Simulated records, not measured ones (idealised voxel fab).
A process module follows: voxel self aligned vias.
It is cross-section cut that appears here, measuring 285 nm in width, its square cells being 5 nm in size.
Notation: cross-section as square-cell grid; stated in bands, top first, going down; one or more cell rows per band.
First you get the band's top height and its bottom height, in nm, and then the materials it's made of, left to right, with each width in nm. If you see a single material with "everywhere", that one covers the band edge to edge. "blank" is empty space.
A quick word on heights: they are counted from 0, and under that level the wafer as it came to us is one material throughout. The lowest band is different from the rest in having no bottom; it simply continues downward, written as in "0 -> down".
Quick explanation for "30..40": the width changes in equal steps down the rows of cells, from the first number in the band's top row to the second number in its bottom row.
Take "nothing was modified" at face value: in the step it is given for, the cross-section changed in none of its cells.
Entry "Trapped void list". Content: empty spaces with no open connection to the top, size 8 cells or greater. Each: width x height at distance. Distance: from left edge. Unit: nm.
If you see something after the settings on a step's line, that's the simulator's own remark about that step.
overlay nm: step with mask; distance mask lay right of planned place; negative value = left of planned place.

The following list gives the planned process steps
1. RECEIVE (material Si)
2. CONFORMAL_DEP (material SiO2; thk nm 15)
3. CONFORMAL_DEP (material SiCN; thk nm 5)
4. DIRECTIONAL_DEP (material lowk; thk nm 30)
5. DIRECTIONAL_DEP (material aC; thk nm 10)
6. PATTERN (tone open; mask id LINES; material resist; width nm 30; pitch nm 55; thk nm 25; overlay nm 0)
7. DIRECTIONAL_ETCH (etch materials aC; depth nm 10)
8. STRIP (etch materials resist)
9. DIRECTIONAL_ETCH (etch materials lowk; depth nm 30)
10. STRIP (etch materials aC)
11. CONFORMAL_DEP (material TiN; thk nm 5)
12. FILL_DEP (material W; thk nm 10)
13. CMP (height nm 50)
14. SELECTIVE_ETCH (etch materials W Ru TiN; depth nm 5)
15. FILL_DEP (material SiN; thk nm 5)
16. CMP (height nm 50)
17. DIRECTIONAL_DEP (material lowk; thk nm 20)
18. PATTERN (tone open; mask id VIAS; material resist; width nm 40; thk nm 20; overlay nm 0)
19. DIRECTIONAL_ETCH (etch materials lowk; depth nm 20)
20. DIRECTIONAL_ETCH (etch materials SiN; depth nm 5)
21. STRIP (etch materials resist)
22. CONFORMAL_DEP (material TiN; thk nm 5)
23. FILL_DEP (material W; thk nm 10)
24. CMP (height nm 70)
25. CONFORMAL_DEP (material SiN; thk nm 5)

Of two wafers, the first: run according to plan

Cross-section: wafer on arrival = after step 1
	0 -> down: Si everywhere
	Trapped void list: none

Sectional view: wafer, after step 2
	15 -> 0: SiO2 everywhere
	Lower than 0, everything is as it was.

Sectional view: wafer, after step 3
	20 -> 15: SiCN everywhere
	Lower than 15, everything is as it was.

Sectional view: wafer, after step 4
	50 -> 20: lowk everywhere
	Lower than 20, everything is as it was.

Sectional view: wafer, after step 5
	60 -> 50: aC everywhere
	Lower than 50, everything is as it was.

Sectional view: wafer, after step 6
	85 -> 60: resist 100; blank 30; resist 25; blank 30; resist 100
	Lower than 60, everything is as it was.

Sectional view: wafer, after step 7
	75 -> 60: resist 100; blank 30; resist 25; blank 30; resist 100
	60 -> 50: aC 100; blank 30; aC 25; blank 30; aC 100
	Lower than 50, everything is as it was.

Sectional view: wafer, after step 8
	60 -> 50: aC 100; blank 30; aC 25; blank 30; aC 100
	Lower than 50, everything is as it was.

Sectional view: wafer, after step 9
	60 -> 50: aC 100; blank 30; aC 25; blank 30; aC 100
	50 -> 20: lowk 100; blank 30; lowk 25; blank 30; lowk 100
	Lower than 20, everything is as it was.

Sectional view: wafer, after step 10
	50 -> 20: lowk 100; blank 30; lowk 25; blank 30; lowk 100
	Lower than 20, everything is as it was.

Sectional view: wafer, after step 11
	55 -> 50: TiN 105; blank 20; TiN 35; blank 20; TiN 105
	50 -> 25: lowk 100; TiN 5; blank 20; TiN 5; lowk 25; TiN 5; blank 20; TiN 5; lowk 100
	25 -> 20: lowk 100; TiN 30; lowk 25; TiN 30; lowk 100
	Lower than 20, everything is as it was.

Sectional view: wafer, after step 12
	65 -> 55: W everywhere
	55 -> 50: TiN 105; W 20; TiN 35; W 20; TiN 105
	50 -> 25: lowk 100; TiN 5; W 20; TiN 5; lowk 25; TiN 5; W 20; TiN 5; lowk 100
	Lower than 25, everything is as it was.

Sectional view: wafer, after step 13
	50 -> 25: lowk 100; TiN 5; W 20; TiN 5; lowk 25; TiN 5; W 20; TiN 5; lowk 100
	Lower than 25, everything is as it was.

Sectional view: wafer, after step 14
	50 -> 45: lowk 100; blank 30; lowk 25; blank 30; lowk 100
	Lower than 45, everything is as it was.

Sectional view: wafer, after step 15
	55 -> 50: SiN everywhere
	50 -> 45: lowk 100; SiN 30; lowk 25; SiN 30; lowk 100
	Lower than 45, everything is as it was.

Sectional view: wafer, after step 16
	50 -> 45: lowk 100; SiN 30; lowk 25; SiN 30; lowk 100
	Lower than 45, everything is as it was.

Sectional view: wafer, after step 17
	70 -> 50: lowk everywhere
	Lower than 50, everything is as it was.

Sectional view: wafer, after step 18
	90 -> 70: resist 95; blank 40; resist 150
	Lower than 70, everything is as it was.

Sectional view: wafer, after step 19
	90 -> 70: resist 95; blank 40; resist 150
	70 -> 50: lowk 95; blank 40; lowk 150
	Lower than 50, everything is as it was.

Sectional view: wafer, after step 20
	90 -> 70: resist 95; blank 40; resist 150
	70 -> 50: lowk 95; blank 40; lowk 150
	50 -> 45: lowk 100; blank 30; lowk 25; SiN 30; lowk 100
	Lower than 45, everything is as it was.

Sectional view: wafer, after step 21
	70 -> 50: lowk 95; blank 40; lowk 150
	Lower than 50, everything is as it was.

Sectional view: wafer, after step 22
	75 -> 70: TiN 100; blank 30; TiN 155
	70 -> 55: lowk 95; TiN 5; blank 30; TiN 5; lowk 150
	55 -> 50: lowk 95; TiN 10; blank 20; TiN 10; lowk 150
	50 -> 45: lowk 100; TiN 30; lowk 25; SiN 30; lowk 100
	Lower than 45, everything is as it was.

Sectional view: wafer, after step 23
	85 -> 75: W everywhere
	75 -> 70: TiN 100; W 30; TiN 155
	70 -> 55: lowk 95; TiN 5; W 30; TiN 5; lowk 150
	55 -> 50: lowk 95; TiN 10; W 20; TiN 10; lowk 150
	Lower than 50, everything is as it was.

Sectional view: wafer, after step 24
	70 -> 55: lowk 95; TiN 5; W 30; TiN 5; lowk 150
	Lower than 55, everything is as it was.

Sectional view: wafer, after step 25
	75 -> 70: SiN everywhere
	Lower than 70, everything is as it was.

Second wafer, same starting state and plan as the first, one mistake in the run, identical through step 1

Second wafer, cut view, end of step 2 per plan
	25 -> 0: SiO2 everywhere
	Lower than 0, everything is as it was.

Second wafer, cut view, end of step 3 per plan
	30 -> 25: SiCN everywhere
	Lower than 25, everything is as it was.

Second wafer, cut view, end of step 4 per plan
	60 -> 30: lowk everywhere
	Lower than 30, everything is as it was.

Second wafer, cut view, end of step 5 per plan
	70 -> 60: aC everywhere
	Lower than 60, everything is as it was.

Second wafer, cut view, end of step 6 per plan
	95 -> 70: resist 100; blank 30; resist 25; blank 30; resist 100
	Lower than 70, everything is as it was.

Second wafer, cut view, end of step 7 per plan
	85 -> 70: resist 100; blank 30; resist 25; blank 30; resist 100
	70 -> 60: aC 100; blank 30; aC 25; blank 30; aC 100
	Lower than 60, everything is as it was.

Second wafer, cut view, end of step 8 per plan
	70 -> 60: aC 100; blank 30; aC 25; blank 30; aC 100
	Lower than 60, everything is as it was.

Second wafer, cut view, end of step 9 per plan
	70 -> 60: aC 100; blank 30; aC 25; blank 30; aC 100
	60 -> 30: lowk 100; blank 30; lowk 25; blank 30; lowk 100
	Lower than 30, everything is as it was.

Second wafer, cut view, end of step 10 per plan
	60 -> 30: lowk 100; blank 30; lowk 25; blank 30; lowk 100
	Lower than 30, everything is as it was.

Second wafer, cut view, end of step 11 per plan
	65 -> 60: TiN 105; blank 20; TiN 35; blank 20; TiN 105
	60 -> 35: lowk 100; TiN 5; blank 20; TiN 5; lowk 25; TiN 5; blank 20; TiN 5; lowk 100
	35 -> 30: lowk 100; TiN 30; lowk 25; TiN 30; lowk 100
	Lower than 30, everything is as it was.

Second wafer, cut view, end of step 12 per plan
	75 -> 65: W everywhere
	65 -> 60: TiN 105; W 20; TiN 35; W 20; TiN 105
	60 -> 35: lowk 100; TiN 5; W 20; TiN 5; lowk 25; TiN 5; W 20; TiN 5; lowk 100
	Lower than 35, everything is as it was.

Second wafer, cut view, end of step 13 per plan
	50 -> 35: lowk 100; TiN 5; W 20; TiN 5; lowk 25; TiN 5; W 20; TiN 5; lowk 100
	Lower than 35, everything is as it was.

Second wafer, cut view, end of step 14 per plan
	50 -> 45: lowk 100; blank 30; lowk 25; blank 30; lowk 100
	Lower than 45, everything is as it was.

Second wafer, cut view, end of step 15 per plan
	55 -> 50: SiN everywhere
	50 -> 45: lowk 100; SiN 30; lowk 25; SiN 30; lowk 100
	Lower than 45, everything is as it was.

Second wafer, cut view, end of step 16 per plan
	50 -> 45: lowk 100; SiN 30; lowk 25; SiN 30; lowk 100
	Lower than 45, everything is as it was.

Second wafer, cut view, end of step 17 per plan
	70 -> 50: lowk everywhere
	Lower than 50, everything is as it was.

Second wafer, cut view, end of step 18 per plan
	90 -> 70: resist 95; blank 40; resist 150
	Lower than 70, everything is as it was.

Second wafer, cut view, end of step 19 per plan
	90 -> 70: resist 95; blank 40; resist 150
	70 -> 50: lowk 95; blank 40; lowk 150
	Lower than 50, everything is as it was.

Second wafer, cut view, end of step 20 per plan
	90 -> 70: resist 95; blank 40; resist 150
	70 -> 50: lowk 95; blank 40; lowk 150
	50 -> 45: lowk 100; blank 30; lowk 25; SiN 30; lowk 100
	Lower than 45, everything is as it was.

Second wafer, cut view, end of step 21 per plan
	70 -> 50: lowk 95; blank 40; lowk 150
	Lower than 50, everything is as it was.

Second wafer, cut view, end of step 22 per plan
	75 -> 70: TiN 100; blank 30; TiN 155
	70 -> 55: lowk 95; TiN 5; blank 30; TiN 5; lowk 150
	55 -> 50: lowk 95; TiN 10; blank 20; TiN 10; lowk 150
	50 -> 45: lowk 100; TiN 30; lowk 25; SiN 30; lowk 100
	Lower than 45, everything is as it was.

Second wafer, cut view, end of step 23 per plan
	85 -> 75: W everywhere
	75 -> 70: TiN 100; W 30; TiN 155
	70 -> 55: lowk 95; TiN 5; W 30; TiN 5; lowk 150
	55 -> 50: lowk 95; TiN 10; W 20; TiN 10; lowk 150
	Lower than 50, everything is as it was.

Second wafer, cut view, end of step 24 per plan
	70 -> 55: lowk 95; TiN 5; W 30; TiN 5; lowk 150
	Lower than 55, everything is as it was.

Second wafer, cut view, end of step 25 per plan
	75 -> 70: SiN everywhere
	Lower than 70, everything is as it was.
So what did we get wrong on this run? step 2 ran with different settings than intended, the actual operation and settings being CONFORMAL_DEP (material SiO2; thk nm 25)
Materials where the second wafer ends with more or fewer cells than the first: SiO2 +114, TiN -8, W -16, lowk -90
